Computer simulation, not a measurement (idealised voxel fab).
The name of this process module is voxel wiring stack.
285 nm wide, 5 nm square cells: that's cross-section cut.
How to read a cross-section here: the picture is a grid of square cells, written as bands going from the top down, and any band can span one or more rows of cells.
Quick guide to a band line: top height, bottom height (nm) up front; then every material left to right with its width in nm. Only one material and it's marked "edge to edge"? Then it fills the band edge to edge. And "empty" just means empty space.
All heights in this document are referenced to 0, defined as the level beneath which the wafer, as received, consists entirely of one material. The lowest band is not bounded below; it extends indefinitely downward and is written in the form "0 -> down".
Note: "30..40" means the width goes from the first number (top row of the band) to the second number (bottom row) in equal steps per row of cells.
What does "remains unaltered" mean for a step? It means no cell of the cross-section changed in that step.
"Fully closed voids" means: voids of 8 cells or more that are shut off from the top with no open way through. Written width x height at distance, distance from the left edge, in nm.
Read whatever lies past the settings on a step's line as the simulator's own remark about the step.
"overlay nm" denotes, for a step that has a mask, the displacement of the mask to the right of its planned place, with negative values corresponding to the left.
-- The following list gives the planned process steps
step 1: RECEIVE, material Si
step 2: CONFORMAL_DEP, material SiO2, thk nm 10
step 3: CONFORMAL_DEP, material SiN, thk nm 5
step 4: DIRECTIONAL_DEP, material lowk, thk nm 25
step 5: MASKED_ETCH, tone open, mask id METAL_1, width nm 25, pitch nm 55, etch materials lowk, depth nm 25, overlay nm 0
step 6: MASKED_ETCH, tone open, mask id METAL_1, width nm 25, pitch nm 55, etch materials SiN, depth nm 5, overlay nm 0
step 7: CONFORMAL_DEP, material TiN, thk nm 5
step 8: FILL_DEP, material Cu, thk nm 5
step 9: CMP, height nm 40
step 10: CONFORMAL_DEP, material SiCN, thk nm 5
step 11: DIRECTIONAL_DEP, material SiO2, thk nm 25
step 12: DIRECTIONAL_DEP, material aC, thk nm 10
step 13: PATTERN, tone open, mask id METAL_2_HOLES, material resist, width nm 15, thk nm 30, overlay nm 0
step 14: DIRECTIONAL_ETCH, etch materials aC, depth nm 10
step 15: STRIP, etch materials resist
step 16: DIRECTIONAL_ETCH, etch materials SiO2, depth nm 25
step 17: STRIP, etch materials aC
step 18: MASKED_ETCH, tone open, mask id METAL_2, width nm 25, pitch nm 55, etch materials SiO2, depth nm 15, overlay nm 0
step 19: MASKED_ETCH, tone open, mask id METAL_2, width nm 25, pitch nm 55, etch materials SiCN, depth nm 5, overlay nm 0
step 20: CONFORMAL_DEP, material TiN, thk nm 5
step 21: FILL_DEP, material Cu, thk nm 5
step 22: CMP, height nm 70
step 23: CONFORMAL_DEP, material SiCN, thk nm 5
step 24: DIRECTIONAL_DEP, material SiO2, thk nm 30
step 25: MASKED_ETCH, tone open, mask id METAL_3, width nm 25, pitch nm 55, etch materials SiO2, depth nm 20, overlay nm 0
step 26: DIRECTIONAL_DEP, material aC, thk nm 10
step 27: PATTERN, tone open, mask id METAL_3_HOLES, material resist, width nm 15, pitch nm 55, thk nm 25, overlay nm -15
step 28: DIRECTIONAL_ETCH, etch materials aC, depth nm 10
step 29: STRIP, etch materials resist
step 30: DIRECTIONAL_ETCH, etch materials SiO2, depth nm 10
step 31: DIRECTIONAL_ETCH, etch materials SiCN, depth nm 5
step 32: STRIP, etch materials aC
step 33: CONFORMAL_DEP, material TiN, thk nm 5
step 34: FILL_DEP, material Cu, thk nm 5
step 35: CMP, height nm 105
step 36: CONFORMAL_DEP, material SiCN, thk nm 5
step 37: DIRECTIONAL_DEP, material SiO2, thk nm 25
step 38: PATTERN, tone open, mask id METAL_4_HOLES, material resist, width nm 15, pitch nm 55, thk nm 20, overlay nm 0
step 39: DIRECTIONAL_ETCH, etch materials SiO2, depth nm 25
step 40: STRIP, etch materials resist
step 41: PATTERN, tone open, mask id METAL_4, material resist, width nm 25, pitch nm 55, thk nm 20, overlay nm 0
step 42: DIRECTIONAL_ETCH, etch materials SiO2, depth nm 15
step 43: DIRECTIONAL_ETCH, etch materials SiCN, depth nm 5
step 44: STRIP, etch materials resist
step 45: CONFORMAL_DEP, material TiN, thk nm 5
step 46: FILL_DEP, material Cu, thk nm 10
step 47: CMP, height nm 135
step 48: CONFORMAL_DEP, material SiN, thk nm 5
Heads up: all these wafers start the same, and what changes between them is the overlay nm in step 27. The value you see in the plan is just what the first wafer got.
-- The first of several wafers, as received after step 1, seen in section
> 0 -> down = Si edge to edge
> Fully closed voids: none
-- Once step 48, the last step, is complete, the module is at its end; this is the cross-section of the first of several wafers
> 140 -> 135 = SiN edge to edge
> 135 -> 125 = SiO2 (100)  TiN (5)  Cu (15)  TiN (5)  SiO2 (30)  TiN (5)  Cu (15)  TiN (5)  SiO2 (105)
> 125 -> 120 = SiO2 (100)  TiN (5)  Cu (5)  TiN (15)  SiO2 (30)  TiN (5)  Cu (5)  TiN (15)  SiO2 (105)
> 120 -> 110 = SiO2 (100)  TiN (5)  Cu (5)  TiN (5)  SiO2 (40)  TiN (5)  Cu (5)  TiN (5)  SiO2 (115)
> 110 -> 105 = SiCN (100)  TiN (15)  SiCN (40)  TiN (15)  SiCN (115)
> 105 -> 95 = SiO2 (85)  TiN (5..20)  Cu (30..15)  TiN (5)  SiO2 (15)  TiN (5..20)  Cu (30..15)  TiN (5)  SiO2 (105)
> 95 -> 90 = SiO2 (100)  TiN (5)  Cu (15)  TiN (5)  SiO2 (30)  TiN (5)  Cu (15)  TiN (5)  SiO2 (105)
> 90 -> 85 = SiO2 (100)  TiN (25)  SiO2 (30)  TiN (25)  SiO2 (105)
> 85 -> 75 = SiO2 edge to edge
> 75 -> 70 = SiCN edge to edge
> 70 -> 60 = SiO2 (100)  TiN (5)  Cu (15)  TiN (5)  SiO2 (30)  TiN (5)  Cu (15)  TiN (5)  SiO2 (105)
> 60 -> 55 = SiO2 (100)  TiN (5)  Cu (5)  TiN (15)  SiO2 (30)  TiN (25)  SiO2 (105)
> 55 -> 45 = SiO2 (100)  TiN (5)  Cu (5)  TiN (5)  SiO2 (170)
> 45 -> 40 = SiCN (100)  TiN (15)  SiCN (170)
> 40 -> 15 = lowk (100)  TiN (5)  Cu (15)  TiN (5)  lowk (30)  TiN (5)  Cu (15)  TiN (5)  lowk (105)
> 15 -> 10 = SiN (100)  TiN (25)  SiN (30)  TiN (25)  SiN (105)
> 10 -> 0 = SiO2 edge to edge
> 0 -> down = Si edge to edge
> Fully closed voids: none
-- Cross-section of the final wafer among several, taken at the end of the module
> 140 -> 135 = SiN edge to edge
> 135 -> 125 = SiO2 (100)  TiN (5)  Cu (15)  TiN (5)  SiO2 (30)  TiN (5)  Cu (15)  TiN (5)  SiO2 (105)
> 125 -> 120 = SiO2 (100)  TiN (5)  Cu (5)  TiN (15)  SiO2 (30)  TiN (5)  Cu (5)  TiN (15)  SiO2 (105)
> 120 -> 110 = SiO2 (100)  TiN (5)  Cu (5)  TiN (5)  SiO2 (40)  TiN (5)  Cu (5)  TiN (5)  SiO2 (115)
> 110 -> 105 = SiCN (100)  TiN (15)  SiCN (40)  TiN (15)  SiCN (115)
> 105 -> 95 = SiO2 (100)  TiN (5)  Cu (20..15)  TiN (5..10)  SiO2 (25)  TiN (5)  Cu (20..15)  TiN (5..10)  SiO2 (100)
> 95 -> 90 = SiO2 (100)  TiN (5)  Cu (15)  TiN (5)  SiO2 (30)  TiN (5)  Cu (15)  TiN (5)  SiO2 (105)
> 90 -> 85 = SiO2 (100)  TiN (25)  SiO2 (30)  TiN (25)  SiO2 (105)
> 85 -> 75 = SiO2 (115)  TiN (10)  SiO2 (45)  TiN (10)  SiO2 (105)
> 75 -> 70 = SiCN (115)  TiN (10)  SiCN (45)  TiN (10)  SiCN (105)
> 70 -> 60 = SiO2 (100)  TiN (5)  Cu (15)  TiN (5)  SiO2 (30)  TiN (5)  Cu (15)  TiN (5)  SiO2 (105)
> 60 -> 55 = SiO2 (100)  TiN (5)  Cu (5)  TiN (15)  SiO2 (30)  TiN (25)  SiO2 (105)
> 55 -> 45 = SiO2 (100)  TiN (5)  Cu (5)  TiN (5)  SiO2 (170)
> 45 -> 40 = SiCN (100)  TiN (15)  SiCN (170)
> 40 -> 15 = lowk (100)  TiN (5)  Cu (15)  TiN (5)  lowk (30)  TiN (5)  Cu (15)  TiN (5)  lowk (105)
> 15 -> 10 = SiN (100)  TiN (25)  SiN (30)  TiN (25)  SiN (105)
> 10 -> 0 = SiO2 edge to edge
> 0 -> down = Si edge to edge
> Fully closed voids: none
-- Tabulated below, wafer by wafer, are the end-of-module results: for each material, the number of cells gained (+) or lost (-) relative to the as-received state, followed by the closed voids
overlay nm -15, +87 Cu, +162 SiCN, +104 SiN, +896 SiO2, +112 TiN, +235 lowk, Fully closed voids: none
overlay nm -10, +85 Cu, +160 SiCN, +104 SiN, +896 SiO2, +116 TiN, +235 lowk, Fully closed voids: none
overlay nm -5, +83 Cu, +158 SiCN, +104 SiN, +896 SiO2, +120 TiN, +235 lowk, Fully closed voids: none
overlay nm 0, +87 Cu, +156 SiCN, +104 SiN, +896 SiO2, +118 TiN, +235 lowk, Fully closed voids: none
overlay nm 5, +87 Cu, +156 SiCN, +104 SiN, +896 SiO2, +118 TiN, +235 lowk, Fully closed voids: none
overlay nm 10, +87 Cu, +156 SiCN, +104 SiN, +896 SiO2, +118 TiN, +235 lowk, Fully closed voids: none
overlay nm 15, +83 Cu, +158 SiCN, +104 SiN, +896 SiO2, +120 TiN, +235 lowk, Fully closed voids: none
